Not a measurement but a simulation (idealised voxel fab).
Module name: voxel self aligned contacts (process module)
We display cut, a cross-section 175 nm in width whose square cells are each 5 nm.
How to read a cross-section here: the picture is a grid of square cells, written as bands going from the top down, and any band can span one or more rows of cells. First you get the band's top height and its bottom height, in nm, and then the materials it's made of, left to right, with each width in nm. If you see a single material with "full width", that one covers the band edge to edge. "empty" is empty space. Height is counted from the level 0, under which the received wafer is composed throughout of one material. The lowest of the bands is not closed at the bottom but continues downward, in the notation "z 0 and below". Note: "30->40" means the width goes from the first number (top row of the band) to the second number (bottom row) in equal steps per row of cells. Step note "no modification" = no cross-section cell changed. Listed in "Fully sealed cavities": every empty space of 8 or more cells without an open way to the top. Form: width x height at distance, the distance being from the left edge, all in nm. Anything after a step's settings on that line? It's the simulator's own note about the step. Each step line may optionally specify "overlay nm", which for a step with a mask gives the rightward distance between the mask's planned place and where it lay, a negative value indicating the leftward direction.
Below is the list of planned process steps
1. RECEIVE | material Si
2. CONFORMAL_DEP | material SiO2 | thk nm 5
3. DIRECTIONAL_DEP | material polySi | thk nm 25
4. DIRECTIONAL_DEP | material SiN | thk nm 15
5. DIRECTIONAL_DEP | material aC | thk nm 10
6. PATTERN | tone cover | mask id GATE | material resist | width nm 25 | pitch nm 60 | thk nm 25 | overlay nm 0
7. DIRECTIONAL_ETCH | etch materials aC | depth nm 10
8. STRIP | etch materials resist
9. DIRECTIONAL_ETCH | etch materials SiN | depth nm 15
10. DIRECTIONAL_ETCH | etch materials polySi | depth nm 25
11. STRIP | etch materials aC
12. CONFORMAL_DEP | material SiN | thk nm 5
13. DIRECTIONAL_ETCH | etch materials SiN | depth nm 5
14. FILL_DEP | material SiO2 | thk nm 15
15. CMP | height nm 50
16. MASKED_ETCH | tone open | mask id CONTACT | width nm 45 | etch materials SiO2 | depth nm 50 | overlay nm 0
17. CONFORMAL_DEP | material TiN | thk nm 5
18. FILL_DEP | material W | thk nm 5
19. CMP | height nm 50
20. CONFORMAL_DEP | material SiCN | thk nm 5
First wafer out of two, processed as planned
As received (post step 1): cross-section
z 0 and below  Si full width
Fully sealed cavities: none
Cross-section through the wafer, step 2 finished
z 5 to 0  SiO2 full width
Everything below 0 is unchanged.
Cross-section through the wafer, step 3 finished
z 30 to 5  polySi full width
Everything below 5 is unchanged.
Cross-section through the wafer, step 4 finished
z 45 to 30  SiN full width
Everything below 30 is unchanged.
Cross-section through the wafer, step 5 finished
z 55 to 45  aC full width
Everything below 45 is unchanged.
Cross-section through the wafer, step 6 finished
z 80 to 55  45 empty  25 resist  35 empty  25 resist  45 empty
Everything below 55 is unchanged.
Cross-section through the wafer, step 7 finished
z 70 to 55  45 empty  25 resist  35 empty  25 resist  45 empty
z 55 to 45  45 empty  25 aC  35 empty  25 aC  45 empty
Everything below 45 is unchanged.
Cross-section through the wafer, step 8 finished
z 55 to 45  45 empty  25 aC  35 empty  25 aC  45 empty
Everything below 45 is unchanged.
Cross-section through the wafer, step 9 finished
z 55 to 45  45 empty  25 aC  35 empty  25 aC  45 empty
z 45 to 30  45 empty  25 SiN  35 empty  25 SiN  45 empty
Everything below 30 is unchanged.
Cross-section through the wafer, step 10 finished
z 55 to 45  45 empty  25 aC  35 empty  25 aC  45 empty
z 45 to 30  45 empty  25 SiN  35 empty  25 SiN  45 empty
z 30 to 5  45 empty  25 polySi  35 empty  25 polySi  45 empty
Everything below 5 is unchanged.
Cross-section through the wafer, step 11 finished
z 45 to 30  45 empty  25 SiN  35 empty  25 SiN  45 empty
Everything below 30 is unchanged.
Cross-section through the wafer, step 12 finished
z 50 to 30  40 empty  35 SiN  25 empty  35 SiN  40 empty
z 30 to 10  40 empty  5 SiN  25 polySi  5 SiN  25 empty  5 SiN  25 polySi  5 SiN  40 empty
z 10 to 5  45 SiN  25 polySi  35 SiN  25 polySi  45 SiN
Everything below 5 is unchanged.
Cross-section through the wafer, step 13 finished
z 45 to 30  40 empty  35 SiN  25 empty  35 SiN  40 empty
z 30 to 5  40 empty  5 SiN  25 polySi  5 SiN  25 empty  5 SiN  25 polySi  5 SiN  40 empty
Everything below 5 is unchanged.
Cross-section through the wafer, step 14 finished
z 60 to 45  SiO2 full width
z 45 to 30  40 SiO2  35 SiN  25 SiO2  35 SiN  40 SiO2
z 30 to 5  40 SiO2  5 SiN  25 polySi  5 SiN  25 SiO2  5 SiN  25 polySi  5 SiN  40 SiO2
Everything below 5 is unchanged.
Cross-section through the wafer, step 15 finished
z 50 to 45  SiO2 full width
Everything below 45 is unchanged.
Cross-section through the wafer, step 16 finished
z 50 to 45  65 SiO2  45 empty  65 SiO2
z 45 to 30  40 SiO2  35 SiN  25 empty  35 SiN  40 SiO2
z 30 to 5  40 SiO2  5 SiN  25 polySi  5 SiN  25 empty  5 SiN  25 polySi  5 SiN  40 SiO2
z 5 to 0  75 SiO2  25 empty  75 SiO2
Everything below 0 is unchanged.
Cross-section through the wafer, step 17 finished
z 55 to 50  70 TiN  35 empty  70 TiN
z 50 to 45  65 SiO2  15 TiN  15 empty  15 TiN  65 SiO2
z 45 to 30  40 SiO2  35 SiN  5 TiN  15 empty  5 TiN  35 SiN  40 SiO2
z 30 to 5  40 SiO2  5 SiN  25 polySi  5 SiN  5 TiN  15 empty  5 TiN  5 SiN  25 polySi  5 SiN  40 SiO2
z 5 to 0  75 SiO2  25 TiN  75 SiO2
Everything below 0 is unchanged.
Cross-section through the wafer, step 18 finished
z 60 to 55  W full width
z 55 to 50  70 TiN  35 W  70 TiN
z 50 to 45  65 SiO2  15 TiN  15 W  15 TiN  65 SiO2
z 45 to 30  40 SiO2  35 SiN  5 TiN  15 W  5 TiN  35 SiN  40 SiO2
z 30 to 5  40 SiO2  5 SiN  25 polySi  5 SiN  5 TiN  15 W  5 TiN  5 SiN  25 polySi  5 SiN  40 SiO2
Everything below 5 is unchanged.
Cross-section through the wafer, step 19 finished
z 50 to 45  65 SiO2  15 TiN  15 W  15 TiN  65 SiO2
Everything below 45 is unchanged.
Cross-section through the wafer, step 20 finished
z 55 to 50  SiCN full width
Everything below 50 is unchanged.
Wafer two of two - same starting point, same process plan, one mistake in execution; matches wafer one up to and including step 5
Second wafer, sectioned view, at step 6's planned end time
z 80 to 55  45 resist  25 empty  35 resist  25 empty  45 resist
Everything below 55 is unchanged.
Second wafer, sectioned view, at step 7's planned end time
z 70 to 55  45 resist  25 empty  35 resist  25 empty  45 resist
z 55 to 45  45 aC  25 empty  35 aC  25 empty  45 aC
Everything below 45 is unchanged.
Second wafer, sectioned view, at step 8's planned end time
z 55 to 45  45 aC  25 empty  35 aC  25 empty  45 aC
Everything below 45 is unchanged.
Second wafer, sectioned view, at step 9's planned end time
z 55 to 45  45 aC  25 empty  35 aC  25 empty  45 aC
z 45 to 30  45 SiN  25 empty  35 SiN  25 empty  45 SiN
Everything below 30 is unchanged.
Second wafer, sectioned view, at step 10's planned end time
z 55 to 45  45 aC  25 empty  35 aC  25 empty  45 aC
z 45 to 30  45 SiN  25 empty  35 SiN  25 empty  45 SiN
z 30 to 5  45 polySi  25 empty  35 polySi  25 empty  45 polySi
Everything below 5 is unchanged.
Second wafer, sectioned view, at step 11's planned end time
z 45 to 30  45 SiN  25 empty  35 SiN  25 empty  45 SiN
Everything below 30 is unchanged.
Second wafer, sectioned view, at step 12's planned end time
z 50 to 30  50 SiN  15 empty  45 SiN  15 empty  50 SiN
z 30 to 10  45 polySi  5 SiN  15 empty  5 SiN  35 polySi  5 SiN  15 empty  5 SiN  45 polySi
z 10 to 5  45 polySi  25 SiN  35 polySi  25 SiN  45 polySi
Everything below 5 is unchanged.
Second wafer, sectioned view, at step 13's planned end time
z 45 to 30  50 SiN  15 empty  45 SiN  15 empty  50 SiN
z 30 to 5  45 polySi  5 SiN  15 empty  5 SiN  35 polySi  5 SiN  15 empty  5 SiN  45 polySi
Everything below 5 is unchanged.
Second wafer, sectioned view, at step 14's planned end time
z 60 to 45  SiO2 full width
z 45 to 30  50 SiN  15 SiO2  45 SiN  15 SiO2  50 SiN
z 30 to 5  45 polySi  5 SiN  15 SiO2  5 SiN  35 polySi  5 SiN  15 SiO2  5 SiN  45 polySi
Everything below 5 is unchanged.
Second wafer, sectioned view, at step 15's planned end time
z 50 to 45  SiO2 full width
Everything below 45 is unchanged.
Second wafer, sectioned view, at step 16's planned end time
z 50 to 45  65 SiO2  45 empty  65 SiO2
Everything below 45 is unchanged.
Second wafer, sectioned view, at step 17's planned end time
z 55 to 50  70 TiN  35 empty  70 TiN
z 50 to 45  65 SiO2  45 TiN  65 SiO2
Everything below 45 is unchanged.
Second wafer, sectioned view, at step 18's planned end time
z 60 to 55  W full width
z 55 to 50  70 TiN  35 W  70 TiN
Everything below 50 is unchanged.
Second wafer, sectioned view, at step 19's planned end time
z 50 to 45  65 SiO2  45 TiN  65 SiO2
Everything below 45 is unchanged.
Second wafer, sectioned view, at step 20's planned end time
z 55 to 50  SiCN full width
Everything below 50 is unchanged.
What was done differently from what was planned? note that step 6 departed from the planned setting and was carried out as PATTERN | tone open | mask id GATE | material resist | width nm 25 | pitch nm 60 | thk nm 25 | overlay nm 0
The closing comparison, in cells, has the second wafer with more or fewer of some materials than the first: 45 more of SiN; 75 fewer of SiO2; 18 fewer of TiN; 27 fewer of W; 75 more of polySi
